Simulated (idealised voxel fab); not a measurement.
process module | voxel double patterning
cross-section cut | 275 nm wide | cells 5 nm
A cross-section is a grid of square cells, given in bands from the top down. A band is one or more rows of cells.
Each band's line starts with the height of the band's top and of its bottom, in nm. Then come its materials from left to right, each with its width in nm. One material with "throughout" fills the band from edge to edge. "air" is empty space.
Height 0 is the level under which the wafer as received is all one material. The lowest band goes on downwards, as in "0 down".
A width such as "30 to 40" changes by the same amount from each row of cells to the next, from the band's top row to its bottom row.
"no change" after a step means that no cell of the cross-section changed.
closed voids: empty space of 8 cells or more with no open way to the top, each as width x height at its distance from the left edge, in nm
after a step's settings: what the simulator itself notes on the step
overlay nm, on a step with a mask: how far to the right of its planned place the mask lay; to the left if negative
Each pair below shows a cross-section before one step and the cross-section after it, down to the lowest band that changed. The line under each pair gives the step between them, with its settings. The pairs can come from different runs of this module on the same starting wafer, so a pair continues from the pair above only where its "before" says so.
before
  0 down: Si throughout
  closed voids: none
after
  10 to 0: SiO2 throughout
  below 0: unchanged
  closed voids: none
the step between: op CONFORMAL_DEP | material SiO2 | thk nm 10
before: the cross-section after the pair above
after
  25 to 10: polySi throughout
  below 10: unchanged
  closed voids: none
the step between: op DIRECTIONAL_DEP | material polySi | thk nm 15
before: the cross-section after the pair above
after
  30 to 25: SiCN throughout
  below 25: unchanged
  closed voids: none
the step between: op DIRECTIONAL_DEP | material SiCN | thk nm 5
before: the cross-section after the pair above
after
  30 to 25: SiCN 80 | air 15 | SiCN 35 | air 15 | SiCN 35 | air 15 | SiCN 80
  below 25: unchanged
  closed voids: none
the step between: op MASKED_ETCH | tone open | mask id FIRST | width nm 15 | pitch nm 50 | etch materials SiCN | depth nm 5 | overlay nm 0
before: the cross-section after the pair above
after
  40 to 35: aC 80 | air 15 | aC 35 | air 15 | aC 35 | air 15 | aC 80
  35 to 30: aC throughout
  30 to 25: SiCN 80 | aC 15 | SiCN 35 | aC 15 | SiCN 35 | aC 15 | SiCN 80
  below 25: unchanged
  closed voids: none
the step between: op DIRECTIONAL_DEP | material aC | thk nm 10
before: the cross-section after the pair above
after
  65 to 40: resist 105 | air 15 | resist 35 | air 15 | resist 105
  40 to 35: aC 80 | resist 15 | aC 35 | resist 15 | aC 35 | resist 15 | aC 80
  below 35: unchanged
  closed voids: none
the step between: op PATTERN | tone open | mask id SECOND | material resist | width nm 15 | pitch nm 50 | thk nm 25 | overlay nm 0
before: the cross-section after the pair above
after
  55 to 40: resist 105 | air 15 | resist 35 | air 15 | resist 105
  40 to 35: aC 80 | resist 15 | aC 10 | air 15 | aC 10 | resist 15 | aC 10 | air 15 | aC 10 | resist 15 | aC 80
  35 to 30: aC 105 | air 15 | aC 35 | air 15 | aC 105
  below 30: unchanged
  closed voids: none
the step between: op DIRECTIONAL_ETCH | etch materials aC | depth nm 10
before: the cross-section after the pair above
after
  40 to 35: aC 80 | air 15 | aC 10 | air 15 | aC 10 | air 15 | aC 10 | air 15 | aC 10 | air 15 | aC 80
  below 35: unchanged
  closed voids: none
the step between: op STRIP | etch materials resist
before: the cross-section after the pair above
after
  40 to 35: aC 80 | air 15 | aC 10 | air 15 | aC 10 | air 15 | aC 10 | air 15 | aC 10 | air 15 | aC 80
  35 to 30: aC 105 | air 15 | aC 35 | air 15 | aC 105
  30 to 25: SiCN 80 | aC 15 | SiCN 10 | air 15 | SiCN 10 | aC 15 | SiCN 10 | air 15 | SiCN 10 | aC 15 | SiCN 80
  below 25: unchanged
  closed voids: none
the step between: op DIRECTIONAL_ETCH | etch materials SiCN | depth nm 5
before: the cross-section after the pair above
after
  30 to 25: SiCN 80 | air 15 | SiCN 10 | air 15 | SiCN 10 | air 15 | SiCN 10 | air 15 | SiCN 10 | air 15 | SiCN 80
  below 25: unchanged
  closed voids: none
the step between: op STRIP | etch materials aC
before: the cross-section after the pair above
after
  30 to 25: SiCN 80 | air 15 | SiCN 10 | air 15 | SiCN 10 | air 15 | SiCN 10 | air 15 | SiCN 10 | air 15 | SiCN 80
  25 to 10: polySi 80 | air 15 | polySi 10 | air 15 | polySi 10 | air 15 | polySi 10 | air 15 | polySi 10 | air 15 | polySi 80
  below 10: unchanged
  closed voids: none
the step between: op DIRECTIONAL_ETCH | etch materials polySi | depth nm 15
before: the cross-section after the pair above
after
  25 to 10: polySi 80 | air 15 | polySi 10 | air 15 | polySi 10 | air 15 | polySi 10 | air 15 | polySi 10 | air 15 | polySi 80
  below 10: unchanged
  closed voids: none
the step between: op STRIP | etch materials SiCN
before
  0 down: Si throughout
  closed voids: none
after
  15 to 0: polySi throughout
  below 0: unchanged
  closed voids: none
the step between: op DIRECTIONAL_DEP | material polySi | thk nm 15
before: the cross-section after the pair above
after
  20 to 15: SiCN throughout
  below 15: unchanged
  closed voids: none
the step between: op DIRECTIONAL_DEP | material SiCN | thk nm 5
before: the cross-section after the pair above
after
  20 to 15: SiCN 80 | air 15 | SiCN 35 | air 15 | SiCN 35 | air 15 | SiCN 80
  below 15: unchanged
  closed voids: none
the step between: op MASKED_ETCH | tone open | mask id FIRST | width nm 15 | pitch nm 50 | etch materials SiCN | depth nm 5 | overlay nm 0
before: the cross-section after the pair above
after
  30 to 25: aC 80 | air 15 | aC 35 | air 15 | aC 35 | air 15 | aC 80
  25 to 20: aC throughout
  20 to 15: SiCN 80 | aC 15 | SiCN 35 | aC 15 | SiCN 35 | aC 15 | SiCN 80
  below 15: unchanged
  closed voids: none
the step between: op DIRECTIONAL_DEP | material aC | thk nm 10
before: the cross-section after the pair above
after
  55 to 30: resist 105 | air 15 | resist 35 | air 15 | resist 105
  30 to 25: aC 80 | resist 15 | aC 35 | resist 15 | aC 35 | resist 15 | aC 80
  below 25: unchanged
  closed voids: none
the step between: op PATTERN | tone open | mask id SECOND | material resist | width nm 15 | pitch nm 50 | thk nm 25 | overlay nm 0
before: the cross-section after the pair above
after
  45 to 30: resist 105 | air 15 | resist 35 | air 15 | resist 105
  30 to 25: aC 80 | resist 15 | aC 10 | air 15 | aC 10 | resist 15 | aC 10 | air 15 | aC 10 | resist 15 | aC 80
  25 to 20: aC 105 | air 15 | aC 35 | air 15 | aC 105
  below 20: unchanged
  closed voids: none
the step between: op DIRECTIONAL_ETCH | etch materials aC | depth nm 10
before: the cross-section after the pair above
after
  30 to 25: aC 80 | air 15 | aC 10 | air 15 | aC 10 | air 15 | aC 10 | air 15 | aC 10 | air 15 | aC 80
  below 25: unchanged
  closed voids: none
the step between: op STRIP | etch materials resist
before: the cross-section after the pair above
after
  30 to 25: aC 80 | air 15 | aC 10 | air 15 | aC 10 | air 15 | aC 10 | air 15 | aC 10 | air 15 | aC 80
  25 to 20: aC 105 | air 15 | aC 35 | air 15 | aC 105
  20 to 15: SiCN 80 | aC 15 | SiCN 10 | air 15 | SiCN 10 | aC 15 | SiCN 10 | air 15 | SiCN 10 | aC 15 | SiCN 80
  below 15: unchanged
  closed voids: none
the step between: op DIRECTIONAL_ETCH | etch materials SiCN | depth nm 5
before: the cross-section after the pair above
after
  20 to 15: SiCN 80 | air 15 | SiCN 10 | air 15 | SiCN 10 | air 15 | SiCN 10 | air 15 | SiCN 10 | air 15 | SiCN 80
  below 15: unchanged
  closed voids: none
the step between: op STRIP | etch materials aC
before: the cross-section after the pair above
after
  20 to 15: SiCN 80 | air 15 | SiCN 10 | air 15 | SiCN 10 | air 15 | SiCN 10 | air 15 | SiCN 10 | air 15 | SiCN 80
  15 to 0: polySi 80 | air 15 | polySi 10 | air 15 | polySi 10 | air 15 | polySi 10 | air 15 | polySi 10 | air 15 | polySi 80
  below 0: unchanged
  closed voids: none
the step between: op DIRECTIONAL_ETCH | etch materials polySi | depth nm 15
before: the cross-section after the pair above
after
  15 to 0: polySi 80 | air 15 | polySi 10 | air 15 | polySi 10 | air 15 | polySi 10 | air 15 | polySi 10 | air 15 | polySi 80
  below 0: unchanged
  closed voids: none
the step between: op STRIP | etch materials SiCN
before
  25 to 10: polySi throughout
  10 to 0: SiO2 throughout
  0 down: Si throughout
  closed voids: none
after
  40 to 10: polySi throughout
  below 10: unchanged
  closed voids: none
the step between: op DIRECTIONAL_DEP | material polySi | thk nm 15
before: the cross-section after the pair above
after
  45 to 40: SiCN throughout
  below 40: unchanged
  closed voids: none
the step between: op DIRECTIONAL_DEP | material SiCN | thk nm 5
before: the cross-section after the pair above
after
  45 to 40: SiCN 80 | air 15 | SiCN 35 | air 15 | SiCN 35 | air 15 | SiCN 80
  below 40: unchanged
  closed voids: none
the step between: op MASKED_ETCH | tone open | mask id FIRST | width nm 15 | pitch nm 50 | etch materials SiCN | depth nm 5 | overlay nm 0
before: the cross-section after the pair above
after
  55 to 50: aC 80 | air 15 | aC 35 | air 15 | aC 35 | air 15 | aC 80
  50 to 45: aC throughout
  45 to 40: SiCN 80 | aC 15 | SiCN 35 | aC 15 | SiCN 35 | aC 15 | SiCN 80
  below 40: unchanged
  closed voids: none
the step between: op DIRECTIONAL_DEP | material aC | thk nm 10
before: the cross-section after the pair above
after
  80 to 55: resist 105 | air 15 | resist 35 | air 15 | resist 105
  55 to 50: aC 80 | resist 15 | aC 35 | resist 15 | aC 35 | resist 15 | aC 80
  below 50: unchanged
  closed voids: none
the step between: op PATTERN | tone open | mask id SECOND | material resist | width nm 15 | pitch nm 50 | thk nm 25 | overlay nm 0
before: the cross-section after the pair above
after
  70 to 55: resist 105 | air 15 | resist 35 | air 15 | resist 105
  55 to 50: aC 80 | resist 15 | aC 10 | air 15 | aC 10 | resist 15 | aC 10 | air 15 | aC 10 | resist 15 | aC 80
  50 to 45: aC 105 | air 15 | aC 35 | air 15 | aC 105
  below 45: unchanged
  closed voids: none
the step between: op DIRECTIONAL_ETCH | etch materials aC | depth nm 10
before: the cross-section after the pair above
after
  55 to 50: aC 80 | air 15 | aC 10 | air 15 | aC 10 | air 15 | aC 10 | air 15 | aC 10 | air 15 | aC 80
  below 50: unchanged
  closed voids: none
the step between: op STRIP | etch materials resist
before: the cross-section after the pair above
after
  55 to 50: aC 80 | air 15 | aC 10 | air 15 | aC 10 | air 15 | aC 10 | air 15 | aC 10 | air 15 | aC 80
  50 to 45: aC 105 | air 15 | aC 35 | air 15 | aC 105
  45 to 40: SiCN 80 | aC 15 | SiCN 10 | air 15 | SiCN 10 | aC 15 | SiCN 10 | air 15 | SiCN 10 | aC 15 | SiCN 80
  below 40: unchanged
  closed voids: none
the step between: op DIRECTIONAL_ETCH | etch materials SiCN | depth nm 5
before: the cross-section after the pair above
after
  45 to 40: SiCN 80 | air 15 | SiCN 10 | air 15 | SiCN 10 | air 15 | SiCN 10 | air 15 | SiCN 10 | air 15 | SiCN 80
  below 40: unchanged
  closed voids: none
the step between: op STRIP | etch materials aC
before: the cross-section after the pair above
after
  45 to 40: SiCN 80 | air 15 | SiCN 10 | air 15 | SiCN 10 | air 15 | SiCN 10 | air 15 | SiCN 10 | air 15 | SiCN 80
  40 to 25: polySi 80 | air 15 | polySi 10 | air 15 | polySi 10 | air 15 | polySi 10 | air 15 | polySi 10 | air 15 | polySi 80
  below 25: unchanged
  closed voids: none
the step between: op DIRECTIONAL_ETCH | etch materials polySi | depth nm 15
before: the cross-section after the pair above
after
  40 to 25: polySi 80 | air 15 | polySi 10 | air 15 | polySi 10 | air 15 | polySi 10 | air 15 | polySi 10 | air 15 | polySi 80
  below 25: unchanged
  closed voids: none
the step between: op STRIP | etch materials SiCN
before
  15 to 0: polySi throughout
  0 down: Si throughout
  closed voids: none
after
  25 to 15: SiO2 throughout
  below 15: unchanged
  closed voids: none
the step between: op CONFORMAL_DEP | material SiO2 | thk nm 10
before: the cross-section after the pair above
after
  30 to 25: SiCN throughout
  below 25: unchanged
  closed voids: none
the step between: op DIRECTIONAL_DEP | material SiCN | thk nm 5
before: the cross-section after the pair above
after
  30 to 25: SiCN 80 | air 15 | SiCN 35 | air 15 | SiCN 35 | air 15 | SiCN 80
  below 25: unchanged
  closed voids: none
the step between: op MASKED_ETCH | tone open | mask id FIRST | width nm 15 | pitch nm 50 | etch materials SiCN | depth nm 5 | overlay nm 0
before: the cross-section after the pair above
after
  40 to 35: aC 80 | air 15 | aC 35 | air 15 | aC 35 | air 15 | aC 80
  35 to 30: aC throughout
  30 to 25: SiCN 80 | aC 15 | SiCN 35 | aC 15 | SiCN 35 | aC 15 | SiCN 80
  below 25: unchanged
  closed voids: none
the step between: op DIRECTIONAL_DEP | material aC | thk nm 10
before: the cross-section after the pair above
after
  65 to 40: resist 105 | air 15 | resist 35 | air 15 | resist 105
  40 to 35: aC 80 | resist 15 | aC 35 | resist 15 | aC 35 | resist 15 | aC 80
  below 35: unchanged
  closed voids: none
the step between: op PATTERN | tone open | mask id SECOND | material resist | width nm 15 | pitch nm 50 | thk nm 25 | overlay nm 0
before: the cross-section after the pair above
after
  55 to 40: resist 105 | air 15 | resist 35 | air 15 | resist 105
  40 to 35: aC 80 | resist 15 | aC 10 | air 15 | aC 10 | resist 15 | aC 10 | air 15 | aC 10 | resist 15 | aC 80
  35 to 30: aC 105 | air 15 | aC 35 | air 15 | aC 105
  below 30: unchanged
  closed voids: none
the step between: op DIRECTIONAL_ETCH | etch materials aC | depth nm 10
before: the cross-section after the pair above
after
  40 to 35: aC 80 | air 15 | aC 10 | air 15 | aC 10 | air 15 | aC 10 | air 15 | aC 10 | air 15 | aC 80
  below 35: unchanged
  closed voids: none
the step between: op STRIP | etch materials resist
before: the cross-section after the pair above
after
  40 to 35: aC 80 | air 15 | aC 10 | air 15 | aC 10 | air 15 | aC 10 | air 15 | aC 10 | air 15 | aC 80
  35 to 30: aC 105 | air 15 | aC 35 | air 15 | aC 105
  30 to 25: SiCN 80 | aC 15 | SiCN 10 | air 15 | SiCN 10 | aC 15 | SiCN 10 | air 15 | SiCN 10 | aC 15 | SiCN 80
  below 25: unchanged
  closed voids: none
the step between: op DIRECTIONAL_ETCH | etch materials SiCN | depth nm 5
before: the cross-section after the pair above
after
  30 to 25: SiCN 80 | air 15 | SiCN 10 | air 15 | SiCN 10 | air 15 | SiCN 10 | air 15 | SiCN 10 | air 15 | SiCN 80
  below 25: unchanged
  closed voids: none
the step between: op STRIP | etch materials aC
before: the cross-section after the pair above
after
  25 to 15: SiO2 throughout
  below 15: unchanged
  closed voids: none
the step between: op STRIP | etch materials SiCN
before
  10 to 0: SiO2 throughout
  0 down: Si throughout
  closed voids: none
after
  35 to 10: polySi throughout
  below 10: unchanged
  closed voids: none
the step between: op DIRECTIONAL_DEP | material polySi | thk nm 25
before: the cross-section after the pair above
after
  40 to 35: SiCN throughout
  below 35: unchanged
  closed voids: none
the step between: op DIRECTIONAL_DEP | material SiCN | thk nm 5
before: the cross-section after the pair above
after
  40 to 35: SiCN 80 | air 15 | SiCN 35 | air 15 | SiCN 35 | air 15 | SiCN 80
  below 35: unchanged
  closed voids: none
the step between: op MASKED_ETCH | tone open | mask id FIRST | width nm 15 | pitch nm 50 | etch materials SiCN | depth nm 5 | overlay nm 0
before: the cross-section after the pair above
after
  50 to 45: aC 80 | air 15 | aC 35 | air 15 | aC 35 | air 15 | aC 80
  45 to 40: aC throughout
  40 to 35: SiCN 80 | aC 15 | SiCN 35 | aC 15 | SiCN 35 | aC 15 | SiCN 80
  below 35: unchanged
  closed voids: none
the step between: op DIRECTIONAL_DEP | material aC | thk nm 10
before: the cross-section after the pair above
after
  75 to 50: resist 105 | air 15 | resist 35 | air 15 | resist 105
  50 to 45: aC 80 | resist 15 | aC 35 | resist 15 | aC 35 | resist 15 | aC 80
  below 45: unchanged
  closed voids: none
the step between: op PATTERN | tone open | mask id SECOND | material resist | width nm 15 | pitch nm 50 | thk nm 25 | overlay nm 0
before: the cross-section after the pair above
after
  65 to 50: resist 105 | air 15 | resist 35 | air 15 | resist 105
  50 to 45: aC 80 | resist 15 | aC 10 | air 15 | aC 10 | resist 15 | aC 10 | air 15 | aC 10 | resist 15 | aC 80
  45 to 40: aC 105 | air 15 | aC 35 | air 15 | aC 105
  below 40: unchanged
  closed voids: none
the step between: op DIRECTIONAL_ETCH | etch materials aC | depth nm 10
before: the cross-section after the pair above
after
  50 to 45: aC 80 | air 15 | aC 10 | air 15 | aC 10 | air 15 | aC 10 | air 15 | aC 10 | air 15 | aC 80
  below 45: unchanged
  closed voids: none
the step between: op STRIP | etch materials resist
before: the cross-section after the pair above
after
  50 to 45: aC 80 | air 15 | aC 10 | air 15 | aC 10 | air 15 | aC 10 | air 15 | aC 10 | air 15 | aC 80
  45 to 40: aC 105 | air 15 | aC 35 | air 15 | aC 105
  40 to 35: SiCN 80 | aC 15 | SiCN 10 | air 15 | SiCN 10 | aC 15 | SiCN 10 | air 15 | SiCN 10 | aC 15 | SiCN 80
  below 35: unchanged
  closed voids: none
the step between: op DIRECTIONAL_ETCH | etch materials SiCN | depth nm 5
before: the cross-section after the pair above
after
  40 to 35: SiCN 80 | air 15 | SiCN 10 | air 15 | SiCN 10 | air 15 | SiCN 10 | air 15 | SiCN 10 | air 15 | SiCN 80
  below 35: unchanged
  closed voids: none
the step between: op STRIP | etch materials aC
before: the cross-section after the pair above
after
  40 to 35: SiCN 80 | air 15 | SiCN 10 | air 15 | SiCN 10 | air 15 | SiCN 10 | air 15 | SiCN 10 | air 15 | SiCN 80
  35 to 20: polySi 80 | air 15 | polySi 10 | air 15 | polySi 10 | air 15 | polySi 10 | air 15 | polySi 10 | air 15 | polySi 80
  below 20: unchanged
  closed voids: none
the step between: op DIRECTIONAL_ETCH | etch materials polySi | depth nm 15
before: the cross-section after the pair above
after
  35 to 20: polySi 80 | air 15 | polySi 10 | air 15 | polySi 10 | air 15 | polySi 10 | air 15 | polySi 10 | air 15 | polySi 80
  below 20: unchanged
  closed voids: none
the step between: op STRIP | etch materials SiCN
before
  30 to 25: SiCN throughout
  25 to 10: polySi throughout
  10 to 0: SiO2 throughout
  0 down: Si throughout
  closed voids: none
after
  30 to 25: SiCN 80 | air 20 | SiCN 30 | air 20 | SiCN 30 | air 20 | SiCN 75
  below 25: unchanged
  closed voids: none
the step between: op MASKED_ETCH | tone open | mask id FIRST | width nm 20 | pitch nm 50 | etch materials SiCN | depth nm 5 | overlay nm 0
before: the cross-section after the pair above
after
  40 to 35: aC 80 | air 20 | aC 30 | air 20 | aC 30 | air 20 | aC 75
  35 to 30: aC throughout
  30 to 25: SiCN 80 | aC 20 | SiCN 30 | aC 20 | SiCN 30 | aC 20 | SiCN 75
  below 25: unchanged
  closed voids: none
the step between: op DIRECTIONAL_DEP | material aC | thk nm 10
before: the cross-section after the pair above
after
  65 to 40: resist 105 | air 15 | resist 35 | air 15 | resist 105
  40 to 35: aC 80 | resist 20 | aC 30 | resist 20 | aC 30 | resist 20 | aC 75
  below 35: unchanged
  closed voids: none
the step between: op PATTERN | tone open | mask id SECOND | material resist | width nm 15 | pitch nm 50 | thk nm 25 | overlay nm 0
before: the cross-section after the pair above
after
  55 to 40: resist 105 | air 15 | resist 35 | air 15 | resist 105
  40 to 35: aC 80 | resist 20 | aC 5 | air 15 | aC 10 | resist 20 | aC 5 | air 15 | aC 10 | resist 20 | aC 75
  35 to 30: aC 105 | air 15 | aC 35 | air 15 | aC 105
  below 30: unchanged
  closed voids: none
the step between: op DIRECTIONAL_ETCH | etch materials aC | depth nm 10
before: the cross-section after the pair above
after
  40 to 35: aC 80 | air 20 | aC 5 | air 15 | aC 10 | air 20 | aC 5 | air 15 | aC 10 | air 20 | aC 75
  below 35: unchanged
  closed voids: none
the step between: op STRIP | etch materials resist
before: the cross-section after the pair above
after
  40 to 35: aC 80 | air 20 | aC 5 | air 15 | aC 10 | air 20 | aC 5 | air 15 | aC 10 | air 20 | aC 75
  35 to 30: aC 105 | air 15 | aC 35 | air 15 | aC 105
  30 to 25: SiCN 80 | aC 20 | SiCN 5 | air 15 | SiCN 10 | aC 20 | SiCN 5 | air 15 | SiCN 10 | aC 20 | SiCN 75
  below 25: unchanged
  closed voids: none
the step between: op DIRECTIONAL_ETCH | etch materials SiCN | depth nm 5
before: the cross-section after the pair above
after
  30 to 25: SiCN 80 | air 20 | SiCN 5 | air 15 | SiCN 10 | air 20 | SiCN 5 | air 15 | SiCN 10 | air 20 | SiCN 75
  below 25: unchanged
  closed voids: none
the step between: op STRIP | etch materials aC
before: the cross-section after the pair above
after
  30 to 25: SiCN 80 | air 20 | SiCN 5 | air 15 | SiCN 10 | air 20 | SiCN 5 | air 15 | SiCN 10 | air 20 | SiCN 75
  25 to 10: polySi 80 | air 20 | polySi 5 | air 15 | polySi 10 | air 20 | polySi 5 | air 15 | polySi 10 | air 20 | polySi 75
  below 10: unchanged
  closed voids: none
the step between: op DIRECTIONAL_ETCH | etch materials polySi | depth nm 15
before: the cross-section after the pair above
after
  25 to 10: polySi 80 | air 20 | polySi 5 | air 15 | polySi 10 | air 20 | polySi 5 | air 15 | polySi 10 | air 20 | polySi 75
  below 10: unchanged
  closed voids: none
the step between: op STRIP | etch materials SiCN
before
  30 to 25: SiCN throughout
  25 to 10: polySi throughout
  10 to 0: SiO2 throughout
  0 down: Si throughout
  closed voids: none
after
  30 to 25: SiCN 75 | air 15 | SiCN 35 | air 15 | SiCN 35 | air 15 | SiCN 85
  below 25: unchanged
  closed voids: none
the step between: op MASKED_ETCH | tone open | mask id FIRST | width nm 15 | pitch nm 50 | etch materials SiCN | depth nm 5 | overlay nm -5
before: the cross-section after the pair above
after
  40 to 35: aC 75 | air 15 | aC 35 | air 15 | aC 35 | air 15 | aC 85
  35 to 30: aC throughout
  30 to 25: SiCN 75 | aC 15 | SiCN 35 | aC 15 | SiCN 35 | aC 15 | SiCN 85
  below 25: unchanged
  closed voids: none
the step between: op DIRECTIONAL_DEP | material aC | thk nm 10
before: the cross-section after the pair above
after
  65 to 40: resist 105 | air 15 | resist 35 | air 15 | resist 105
  40 to 35: aC 75 | resist 15 | aC 35 | resist 15 | aC 35 | resist 15 | aC 85
  below 35: unchanged
  closed voids: none
the step between: op PATTERN | tone open | mask id SECOND | material resist | width nm 15 | pitch nm 50 | thk nm 25 | overlay nm 0
before: the cross-section after the pair above
after
  55 to 40: resist 105 | air 15 | resist 35 | air 15 | resist 105
  40 to 35: aC 75 | resist 15 | aC 15 | air 15 | aC 5 | resist 15 | aC 15 | air 15 | aC 5 | resist 15 | aC 85
  35 to 30: aC 105 | air 15 | aC 35 | air 15 | aC 105
  below 30: unchanged
  closed voids: none
the step between: op DIRECTIONAL_ETCH | etch materials aC | depth nm 10
before: the cross-section after the pair above
after
  40 to 35: aC 75 | air 15 | aC 15 | air 15 | aC 5 | air 15 | aC 15 | air 15 | aC 5 | air 15 | aC 85
  below 35: unchanged
  closed voids: none
the step between: op STRIP | etch materials resist
before: the cross-section after the pair above
after
  40 to 35: aC 75 | air 15 | aC 15 | air 15 | aC 5 | air 15 | aC 15 | air 15 | aC 5 | air 15 | aC 85
  35 to 30: aC 105 | air 15 | aC 35 | air 15 | aC 105
  30 to 25: SiCN 75 | aC 15 | SiCN 15 | air 15 | SiCN 5 | aC 15 | SiCN 15 | air 15 | SiCN 5 | aC 15 | SiCN 85
  below 25: unchanged
  closed voids: none
the step between: op DIRECTIONAL_ETCH | etch materials SiCN | depth nm 5
before: the cross-section after the pair above
after
  30 to 25: SiCN 75 | air 15 | SiCN 15 | air 15 | SiCN 5 | air 15 | SiCN 15 | air 15 | SiCN 5 | air 15 | SiCN 85
  below 25: unchanged
  closed voids: none
the step between: op STRIP | etch materials aC
before: the cross-section after the pair above
after
  30 to 25: SiCN 75 | air 15 | SiCN 15 | air 15 | SiCN 5 | air 15 | SiCN 15 | air 15 | SiCN 5 | air 15 | SiCN 85
  25 to 10: polySi 75 | air 15 | polySi 15 | air 15 | polySi 5 | air 15 | polySi 15 | air 15 | polySi 5 | air 15 | polySi 85
  below 10: unchanged
  closed voids: none
the step between: op DIRECTIONAL_ETCH | etch materials polySi | depth nm 15
before: the cross-section after the pair above
after
  25 to 10: polySi 75 | air 15 | polySi 15 | air 15 | polySi 5 | air 15 | polySi 15 | air 15 | polySi 5 | air 15 | polySi 85
  below 10: unchanged
  closed voids: none
the step between: op STRIP | etch materials SiCN
before
  25 to 10: polySi throughout
  10 to 0: SiO2 throughout
  0 down: Si throughout
  closed voids: none
after
  30 to 25: SiO2 throughout
  below 25: unchanged
  closed voids: none
the step between: op DIRECTIONAL_DEP | material SiO2 | thk nm 5
before: the cross-section after the pair above
after
  40 to 30: aC throughout
  below 30: unchanged
  closed voids: none
the step between: op DIRECTIONAL_DEP | material aC | thk nm 10
before: the cross-section after the pair above
after
  65 to 40: resist 105 | air 15 | resist 35 | air 15 | resist 105
  below 40: unchanged
  closed voids: none
the step between: op PATTERN | tone open | mask id SECOND | material resist | width nm 15 | pitch nm 50 | thk nm 25 | overlay nm 0
before: the cross-section after the pair above
after
  55 to 40: resist 105 | air 15 | resist 35 | air 15 | resist 105
  40 to 30: aC 105 | air 15 | aC 35 | air 15 | aC 105
  below 30: unchanged
  closed voids: none
the step between: op DIRECTIONAL_ETCH | etch materials aC | depth nm 10
before: the cross-section after the pair above
after
  40 to 30: aC 105 | air 15 | aC 35 | air 15 | aC 105
  below 30: unchanged
  closed voids: none
the step between: op STRIP | etch materials resist
before: the cross-section after the pair above
after
  30 to 25: SiO2 throughout
  below 25: unchanged
  closed voids: none
the step between: op STRIP | etch materials aC
before
  30 to 25: SiCN throughout
  25 to 10: polySi throughout
  10 to 0: SiO2 throughout
  0 down: Si throughout
  closed voids: none
after
  30 to 25: air 80 | SiCN 15 | air 35 | SiCN 15 | air 35 | SiCN 15 | air 80
  below 25: unchanged
  closed voids: none
the step between: op MASKED_ETCH | tone cover | mask id FIRST | width nm 15 | pitch nm 50 | etch materials SiCN | depth nm 5 | overlay nm 0
before: the cross-section after the pair above
after
  40 to 35: air 80 | aC 15 | air 35 | aC 15 | air 35 | aC 15 | air 80
  35 to 30: aC throughout
  30 to 25: aC 80 | SiCN 15 | aC 35 | SiCN 15 | aC 35 | SiCN 15 | aC 80
  below 25: unchanged
  closed voids: none
the step between: op DIRECTIONAL_DEP | material aC | thk nm 10
before: the cross-section after the pair above
after
  65 to 40: resist 105 | air 15 | resist 35 | air 15 | resist 105
  40 to 35: resist 80 | aC 15 | resist 10 | air 15 | resist 10 | aC 15 | resist 10 | air 15 | resist 10 | aC 15 | resist 80
  below 35: unchanged
  closed voids: none
the step between: op PATTERN | tone open | mask id SECOND | material resist | width nm 15 | pitch nm 50 | thk nm 25 | overlay nm 0
before: the cross-section after the pair above
after
  55 to 40: resist 105 | air 15 | resist 35 | air 15 | resist 105
  40 to 35: resist 80 | aC 15 | resist 10 | air 15 | resist 10 | aC 15 | resist 10 | air 15 | resist 10 | aC 15 | resist 80
  35 to 30: aC 105 | air 15 | aC 35 | air 15 | aC 105
  30 to 25: aC 80 | SiCN 15 | aC 10 | air 15 | aC 10 | SiCN 15 | aC 10 | air 15 | aC 10 | SiCN 15 | aC 80
  below 25: unchanged
  closed voids: none
the step between: op DIRECTIONAL_ETCH | etch materials aC | depth nm 10
before: the cross-section after the pair above
after
  40 to 35: air 80 | aC 15 | air 35 | aC 15 | air 35 | aC 15 | air 80
  below 35: unchanged
  closed voids: none
the step between: op STRIP | etch materials resist
before: the cross-section after the pair above
after
  30 to 25: air 80 | SiCN 15 | air 35 | SiCN 15 | air 35 | SiCN 15 | air 80
  below 25: unchanged
  closed voids: none
the step between: op STRIP | etch materials aC
before: the cross-section after the pair above
after
  30 to 25: air 80 | SiCN 15 | air 35 | SiCN 15 | air 35 | SiCN 15 | air 80
  25 to 10: air 80 | polySi 15 | air 35 | polySi 15 | air 35 | polySi 15 | air 80
  below 10: unchanged
  closed voids: none
the step between: op DIRECTIONAL_ETCH | etch materials polySi | depth nm 15
before: the cross-section after the pair above
after
  25 to 10: air 80 | polySi 15 | air 35 | polySi 15 | air 35 | polySi 15 | air 80
  below 10: unchanged
  closed voids: none
the step between: op STRIP | etch materials SiCN
